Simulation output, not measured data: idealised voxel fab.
The following process module bears the name voxel gate over fins.
The cross-section shown here is cut; it is 240 nm wide and divided into square cells measuring 5 nm on a side.
Notation: cross-section as square-cell grid; stated in bands, top first, going down; one or more cell rows per band.
Band entry format. Leading values: height of top, height of bottom, nm. Remainder: materials in left-to-right order, each with its width in nm. Special words: "full width" on a single material, which then fills the band edge to edge; "blank", empty space.
All heights in this document are referenced to 0, defined as the level beneath which the wafer, as received, consists entirely of one material. The lowest band is not bounded below; it extends indefinitely downward and is written in the form "0 nm and below".
Width "30->40": first value at the band's top row of cells, second value at its bottom row, equal change from row to row.
"nothing got changed", as given for a step, is the statement that not any cell of the cross-section underwent a change during that step.
"Voids, sealed" lists enclosed empty spaces (at least 8 cells, no open path upward to the top), each as width x height at distance from the left edge, in nm.
Note: text after step settings on the step line = simulator remark on that step.
"overlay nm" on a masked step: distance the mask lay right of its planned place, negative for left.

LISTED BELOW ARE THE PROCESS STEPS AS PLANNED
1 RECEIVE [material Si]
2 CONFORMAL_DEP [material SiN] [thk nm 5]
3 DIRECTIONAL_DEP [material aC] [thk nm 10]
4 PATTERN [tone cover] [mask id FINS] [material resist] [width nm 15] [pitch nm 40] [thk nm 30] [overlay nm 0]
5 DIRECTIONAL_ETCH [etch materials aC] [depth nm 10]
6 STRIP [etch materials resist]
7 DIRECTIONAL_ETCH [etch materials SiN] [depth nm 5]
8 DIRECTIONAL_ETCH [etch materials Si] [depth nm 40]
9 STRIP [etch materials aC]
10 OXIDIZE [depth nm 5]
11 FILL_DEP [material SiO2] [thk nm 5]
12 CMP [height nm 5]
13 SELECTIVE_ETCH [etch materials SiO2] [depth nm 15]
14 STRIP [etch materials SiN]
15 CONFORMAL_DEP [material HfO2] [thk nm 5]
16 CONFORMAL_DEP [material TiN] [thk nm 5]
17 FILL_DEP [material W] [thk nm 15]
18 CMP [height nm 20]
19 CONFORMAL_DEP [material SiN] [thk nm 10]

RECEIVED-STATE CROSS-SECTION, REFLECTING COMPLETION OF STEP 1
> 0 nm and below: Si full width
> Voids, sealed: none

END-OF-MODULE XS, FIRST OF TWO WAFERS, RUN AS PLANNED
> 30 nm to 20 nm: SiN full width
> 20 nm to 10 nm: W full width
> 10 nm to 5 nm: 65 nm W | 25 nm TiN | 15 nm W | 25 nm TiN | 15 nm W | 25 nm TiN | 70 nm W
> 5 nm to 0 nm: 65 nm W | 5 nm TiN | 15 nm HfO2 | 5 nm TiN | 15 nm W | 5 nm TiN | 15 nm HfO2 | 5 nm TiN | 15 nm W | 5 nm TiN | 15 nm HfO2 | 5 nm TiN | 70 nm W
> 0 nm to -5 nm: 70 nm TiN | 5 nm HfO2 | 5 nm Si | 5 nm HfO2 | 25 nm TiN | 5 nm HfO2 | 5 nm Si | 5 nm HfO2 | 25 nm TiN | 5 nm HfO2 | 5 nm Si | 5 nm HfO2 | 75 nm TiN
> -5 nm to -10 nm: 75 nm HfO2 | 5 nm Si | 35 nm HfO2 | 5 nm Si | 35 nm HfO2 | 5 nm Si | 80 nm HfO2
> -10 nm to -45 nm: 75 nm SiO2 | 5 nm Si | 35 nm SiO2 | 5 nm Si | 35 nm SiO2 | 5 nm Si | 80 nm SiO2
> -45 nm and below: Si full width
> Voids, sealed: none

NOW THE SECOND WAFER, CROSS-SECTIONED AT THE END OF THE MODULE. NOTHING DIFFERENT AT THE START, NOTHING DIFFERENT IN THE PLAN COMPARED WITH THE FIRST, JUST ONE MISTAKE WHEN IT WAS ACTUALLY RUN
> 30 nm to 20 nm: SiN full width
> 20 nm to 10 nm: W full width
> 10 nm to 5 nm: 65 nm W | 25 nm TiN | 15 nm W | 25 nm TiN | 15 nm W | 25 nm TiN | 70 nm W
> 5 nm to 0 nm: 65 nm W | 5 nm TiN | 15 nm HfO2 | 5 nm TiN | 15 nm W | 5 nm TiN | 15 nm HfO2 | 5 nm TiN | 15 nm W | 5 nm TiN | 15 nm HfO2 | 5 nm TiN | 70 nm W
> 0 nm to -5 nm: 70 nm TiN | 5 nm HfO2 | 5 nm Si | 5 nm HfO2 | 5 nm TiN | 15 nm W | 5 nm TiN | 5 nm HfO2 | 5 nm Si | 5 nm HfO2 | 5 nm TiN | 15 nm W | 5 nm TiN | 5 nm HfO2 | 5 nm Si | 5 nm HfO2 | 75 nm TiN
> -5 nm to -10 nm: 60 nm HfO2 | 10 nm TiN | 5 nm HfO2 | 5 nm Si | 5 nm HfO2 | 25 nm TiN | 5 nm HfO2 | 5 nm Si | 5 nm HfO2 | 25 nm TiN | 5 nm HfO2 | 5 nm Si | 5 nm HfO2 | 10 nm TiN | 65 nm HfO2
> -10 nm to -15 nm: 55 nm SiO2 | 20 nm HfO2 | 5 nm Si | 35 nm HfO2 | 5 nm Si | 35 nm HfO2 | 5 nm Si | 20 nm HfO2 | 60 nm SiO2
> -15 nm to -45 nm: 75 nm SiO2 | 5 nm Si | 35 nm SiO2 | 5 nm Si | 35 nm SiO2 | 5 nm Si | 80 nm SiO2
> -45 nm and below: Si full width
> Voids, sealed: none
Which mistake was made when the wafer was run? steps 13 and 14 of the plan were run in the wrong order, each in the other's place
Heads up, by the end the second wafer has more or fewer cells of some materials compared to the first: +8 HfO2; -22 SiO2; +8 TiN; +6 W
